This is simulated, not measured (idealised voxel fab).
Documented hereafter: the process module known as voxel self aligned vias.
The figure presents cross-section cut, which has a width of 255 nm and is divided into square cells with an edge length of 5 nm.
Cross-section layout: square cells on a grid; listed as bands, top to bottom; a band spans one or more cell rows.
Heads up on the band format: heights come first, top then bottom, in nm. After that it's the materials left to right, each with its width in nm. A single material flagged "full width" fills the whole band edge to edge, and "blank" means there's empty space there.
Heights are reckoned from 0. Under this level, the received wafer is all of one material. The bottommost band is open-ended downward, for example "top 0, no bottom".
The notation "30..40" denotes a width that varies across the rows of cells in the band, beginning at the first number in the top row, finishing at the second number in the bottom row, and changing by an identical amount from each row to the next.
Step marked "remains unaltered"? Then no cell in the cross-section changed in it.
"Fully closed voids": empty spaces of 8 cells or more with no open way to the top, each given as width x height at distance, distance from the left edge, all in nm.
Post-settings text on a step line: simulator's own remark regarding the step.
overlay nm: on a step with a mask, how far right of its planned place the mask lay; negative means left.
[So here's the lineup of process steps we planned]
1. RECEIVE with material Si
2. CONFORMAL_DEP with material SiO2, thk nm 10
3. CONFORMAL_DEP with material SiCN, thk nm 5
4. DIRECTIONAL_DEP with material lowk, thk nm 20
5. MASKED_ETCH with tone open, mask id LINES, width nm 20, pitch nm 55, etch materials lowk, depth nm 20, overlay nm 0
6. CONFORMAL_DEP with material TiN, thk nm 5
7. FILL_DEP with material W, thk nm 5
8. CMP with height nm 35
9. SELECTIVE_ETCH with etch materials W Ru TiN, depth nm 5
10. FILL_DEP with material SiN, thk nm 10
11. CMP with height nm 35
12. DIRECTIONAL_DEP with material lowk, thk nm 20
13. PATTERN with tone open, mask id VIAS, material resist, width nm 40, pitch nm 55, thk nm 20, overlay nm 0
14. DIRECTIONAL_ETCH with etch materials lowk, depth nm 20
15. DIRECTIONAL_ETCH with etch materials SiN, depth nm 5
16. STRIP with etch materials resist
17. CONFORMAL_DEP with material TiN, thk nm 5
18. FILL_DEP with material Ru, thk nm 10
19. CMP with height nm 55
20. CONFORMAL_DEP with material SiCN, thk nm 5
[What follows covers the first of two wafers; it ran as planned]
[Delivered wafer in cross-section: state after step 1]
> top 0, no bottom = Si full width
> Fully closed voids: none
[After step 2: wafer cross-section]
> top 10, bottom 0 = SiO2 full width
> Anything lower than 0 is untouched.
[After step 3: wafer cross-section]
> top 15, bottom 10 = SiCN full width
> Anything lower than 10 is untouched.
[After step 4: wafer cross-section]
> top 35, bottom 15 = lowk full width
> Anything lower than 15 is untouched.
[After step 5: wafer cross-section]
> top 35, bottom 15 = lowk=60 | blank=20 | lowk=35 | blank=20 | lowk=35 | blank=20 | lowk=65
> Anything lower than 15 is untouched.
[After step 6: wafer cross-section]
> top 40, bottom 35 = TiN=65 | blank=10 | TiN=45 | blank=10 | TiN=45 | blank=10 | TiN=70
> top 35, bottom 20 = lowk=60 | TiN=5 | blank=10 | TiN=5 | lowk=35 | TiN=5 | blank=10 | TiN=5 | lowk=35 | TiN=5 | blank=10 | TiN=5 | lowk=65
> top 20, bottom 15 = lowk=60 | TiN=20 | lowk=35 | TiN=20 | lowk=35 | TiN=20 | lowk=65
> Anything lower than 15 is untouched.
[After step 7: wafer cross-section]
> top 45, bottom 40 = W full width
> top 40, bottom 35 = TiN=65 | W=10 | TiN=45 | W=10 | TiN=45 | W=10 | TiN=70
> top 35, bottom 20 = lowk=60 | TiN=5 | W=10 | TiN=5 | lowk=35 | TiN=5 | W=10 | TiN=5 | lowk=35 | TiN=5 | W=10 | TiN=5 | lowk=65
> Anything lower than 20 is untouched.
[After step 8: wafer cross-section]
> top 35, bottom 20 = lowk=60 | TiN=5 | W=10 | TiN=5 | lowk=35 | TiN=5 | W=10 | TiN=5 | lowk=35 | TiN=5 | W=10 | TiN=5 | lowk=65
> Anything lower than 20 is untouched.
[After step 9: wafer cross-section]
> top 35, bottom 30 = lowk=60 | blank=20 | lowk=35 | blank=20 | lowk=35 | blank=20 | lowk=65
> Anything lower than 30 is untouched.
[After step 10: wafer cross-section]
> top 45, bottom 35 = SiN full width
> top 35, bottom 30 = lowk=60 | SiN=20 | lowk=35 | SiN=20 | lowk=35 | SiN=20 | lowk=65
> Anything lower than 30 is untouched.
[After step 11: wafer cross-section]
> top 35, bottom 30 = lowk=60 | SiN=20 | lowk=35 | SiN=20 | lowk=35 | SiN=20 | lowk=65
> Anything lower than 30 is untouched.
[After step 12: wafer cross-section]
> top 55, bottom 35 = lowk full width
> Anything lower than 35 is untouched.
[After step 13: wafer cross-section]
> top 75, bottom 55 = resist=50 | blank=40 | resist=15 | blank=40 | resist=15 | blank=40 | resist=55
> Anything lower than 55 is untouched.
[After step 14: wafer cross-section]
> top 75, bottom 55 = resist=50 | blank=40 | resist=15 | blank=40 | resist=15 | blank=40 | resist=55
> top 55, bottom 35 = lowk=50 | blank=40 | lowk=15 | blank=40 | lowk=15 | blank=40 | lowk=55
> Anything lower than 35 is untouched.
[After step 15: wafer cross-section]
> top 75, bottom 55 = resist=50 | blank=40 | resist=15 | blank=40 | resist=15 | blank=40 | resist=55
> top 55, bottom 35 = lowk=50 | blank=40 | lowk=15 | blank=40 | lowk=15 | blank=40 | lowk=55
> top 35, bottom 30 = lowk=60 | blank=20 | lowk=35 | blank=20 | lowk=35 | blank=20 | lowk=65
> Anything lower than 30 is untouched.
[After step 16: wafer cross-section]
> top 55, bottom 35 = lowk=50 | blank=40 | lowk=15 | blank=40 | lowk=15 | blank=40 | lowk=55
> Anything lower than 35 is untouched.
[After step 17: wafer cross-section]
> top 60, bottom 55 = TiN=55 | blank=30 | TiN=25 | blank=30 | TiN=25 | blank=30 | TiN=60
> top 55, bottom 40 = lowk=50 | TiN=5 | blank=30 | TiN=5 | lowk=15 | TiN=5 | blank=30 | TiN=5 | lowk=15 | TiN=5 | blank=30 | TiN=5 | lowk=55
> top 40, bottom 35 = lowk=50 | TiN=15 | blank=10 | TiN=15 | lowk=15 | TiN=15 | blank=10 | TiN=15 | lowk=15 | TiN=15 | blank=10 | TiN=15 | lowk=55
> top 35, bottom 30 = lowk=60 | TiN=20 | lowk=35 | TiN=20 | lowk=35 | TiN=20 | lowk=65
> Anything lower than 30 is untouched.
[After step 18: wafer cross-section]
> top 70, bottom 60 = Ru full width
> top 60, bottom 55 = TiN=55 | Ru=30 | TiN=25 | Ru=30 | TiN=25 | Ru=30 | TiN=60
> top 55, bottom 40 = lowk=50 | TiN=5 | Ru=30 | TiN=5 | lowk=15 | TiN=5 | Ru=30 | TiN=5 | lowk=15 | TiN=5 | Ru=30 | TiN=5 | lowk=55
> top 40, bottom 35 = lowk=50 | TiN=15 | Ru=10 | TiN=15 | lowk=15 | TiN=15 | Ru=10 | TiN=15 | lowk=15 | TiN=15 | Ru=10 | TiN=15 | lowk=55
> Anything lower than 35 is untouched.
[After step 19: wafer cross-section]
> top 55, bottom 40 = lowk=50 | TiN=5 | Ru=30 | TiN=5 | lowk=15 | TiN=5 | Ru=30 | TiN=5 | lowk=15 | TiN=5 | Ru=30 | TiN=5 | lowk=55
> Anything lower than 40 is untouched.
[After step 20: wafer cross-section]
> top 60, bottom 55 = SiCN full width
> Anything lower than 55 is untouched.
[Second of two: same start, same plan, one run error; steps up to and including 6 match the first]
[Cross-section, second wafer, at the end time the plan gives for step 7]
> top 45, bottom 40 = SiO2 full width
> top 40, bottom 35 = TiN=65 | SiO2=10 | TiN=45 | SiO2=10 | TiN=45 | SiO2=10 | TiN=70
> top 35, bottom 20 = lowk=60 | TiN=5 | SiO2=10 | TiN=5 | lowk=35 | TiN=5 | SiO2=10 | TiN=5 | lowk=35 | TiN=5 | SiO2=10 | TiN=5 | lowk=65
> Anything lower than 20 is untouched.
[Cross-section, second wafer, at the end time the plan gives for step 8]
> top 35, bottom 20 = lowk=60 | TiN=5 | SiO2=10 | TiN=5 | lowk=35 | TiN=5 | SiO2=10 | TiN=5 | lowk=35 | TiN=5 | SiO2=10 | TiN=5 | lowk=65
> Anything lower than 20 is untouched.
[Cross-section, second wafer, at the end time the plan gives for step 9]
> top 35, bottom 30 = lowk=60 | blank=5 | SiO2=10 | blank=5 | lowk=35 | blank=5 | SiO2=10 | blank=5 | lowk=35 | blank=5 | SiO2=10 | blank=5 | lowk=65
> Anything lower than 30 is untouched.
[Cross-section, second wafer, at the end time the plan gives for step 10]
> top 45, bottom 35 = SiN full width
> top 35, bottom 30 = lowk=60 | SiN=5 | SiO2=10 | SiN=5 | lowk=35 | SiN=5 | SiO2=10 | SiN=5 | lowk=35 | SiN=5 | SiO2=10 | SiN=5 | lowk=65
> Anything lower than 30 is untouched.
[Cross-section, second wafer, at the end time the plan gives for step 11]
> top 35, bottom 30 = lowk=60 | SiN=5 | SiO2=10 | SiN=5 | lowk=35 | SiN=5 | SiO2=10 | SiN=5 | lowk=35 | SiN=5 | SiO2=10 | SiN=5 | lowk=65
> Anything lower than 30 is untouched.
[Cross-section, second wafer, at the end time the plan gives for step 12]
> top 55, bottom 35 = lowk full width
> Anything lower than 35 is untouched.
[Cross-section, second wafer, at the end time the plan gives for step 13]
> top 75, bottom 55 = resist=50 | blank=40 | resist=15 | blank=40 | resist=15 | blank=40 | resist=55
> Anything lower than 55 is untouched.
[Cross-section, second wafer, at the end time the plan gives for step 14]
> top 75, bottom 55 = resist=50 | blank=40 | resist=15 | blank=40 | resist=15 | blank=40 | resist=55
> top 55, bottom 35 = lowk=50 | blank=40 | lowk=15 | blank=40 | lowk=15 | blank=40 | lowk=55
> Anything lower than 35 is untouched.
[Cross-section, second wafer, at the end time the plan gives for step 15]
> top 75, bottom 55 = resist=50 | blank=40 | resist=15 | blank=40 | resist=15 | blank=40 | resist=55
> top 55, bottom 35 = lowk=50 | blank=40 | lowk=15 | blank=40 | lowk=15 | blank=40 | lowk=55
> top 35, bottom 30 = lowk=60 | blank=5 | SiO2=10 | blank=5 | lowk=35 | blank=5 | SiO2=10 | blank=5 | lowk=35 | blank=5 | SiO2=10 | blank=5 | lowk=65
> Anything lower than 30 is untouched.
[Cross-section, second wafer, at the end time the plan gives for step 16]
> top 55, bottom 35 = lowk=50 | blank=40 | lowk=15 | blank=40 | lowk=15 | blank=40 | lowk=55
> Anything lower than 35 is untouched.
[Cross-section, second wafer, at the end time the plan gives for step 17]
> top 60, bottom 55 = TiN=55 | blank=30 | TiN=25 | blank=30 | TiN=25 | blank=30 | TiN=60
> top 55, bottom 40 = lowk=50 | TiN=5 | blank=30 | TiN=5 | lowk=15 | TiN=5 | blank=30 | TiN=5 | lowk=15 | TiN=5 | blank=30 | TiN=5 | lowk=55
> top 40, bottom 35 = lowk=50 | TiN=40 | lowk=15 | TiN=40 | lowk=15 | TiN=40 | lowk=55
> top 35, bottom 20 = lowk=60 | TiN=5 | SiO2=10 | TiN=5 | lowk=35 | TiN=5 | SiO2=10 | TiN=5 | lowk=35 | TiN=5 | SiO2=10 | TiN=5 | lowk=65
> Anything lower than 20 is untouched.
[Cross-section, second wafer, at the end time the plan gives for step 18]
> top 70, bottom 60 = Ru full width
> top 60, bottom 55 = TiN=55 | Ru=30 | TiN=25 | Ru=30 | TiN=25 | Ru=30 | TiN=60
> top 55, bottom 40 = lowk=50 | TiN=5 | Ru=30 | TiN=5 | lowk=15 | TiN=5 | Ru=30 | TiN=5 | lowk=15 | TiN=5 | Ru=30 | TiN=5 | lowk=55
> Anything lower than 40 is untouched.
[Cross-section, second wafer, at the end time the plan gives for step 19]
> top 55, bottom 40 = lowk=50 | TiN=5 | Ru=30 | TiN=5 | lowk=15 | TiN=5 | Ru=30 | TiN=5 | lowk=15 | TiN=5 | Ru=30 | TiN=5 | lowk=55
> Anything lower than 40 is untouched.
[Cross-section, second wafer, at the end time the plan gives for step 20]
> top 60, bottom 55 = SiCN full width
> Anything lower than 55 is untouched.
What went wrong in running the wafer? step 7 ran with different settings than intended, the actual operation and settings being FILL_DEP with material SiO2, thk nm 5
at the end the second wafer has, in cells: Ru: 6 fewer, SiO2: 18 more, W: 12 fewer
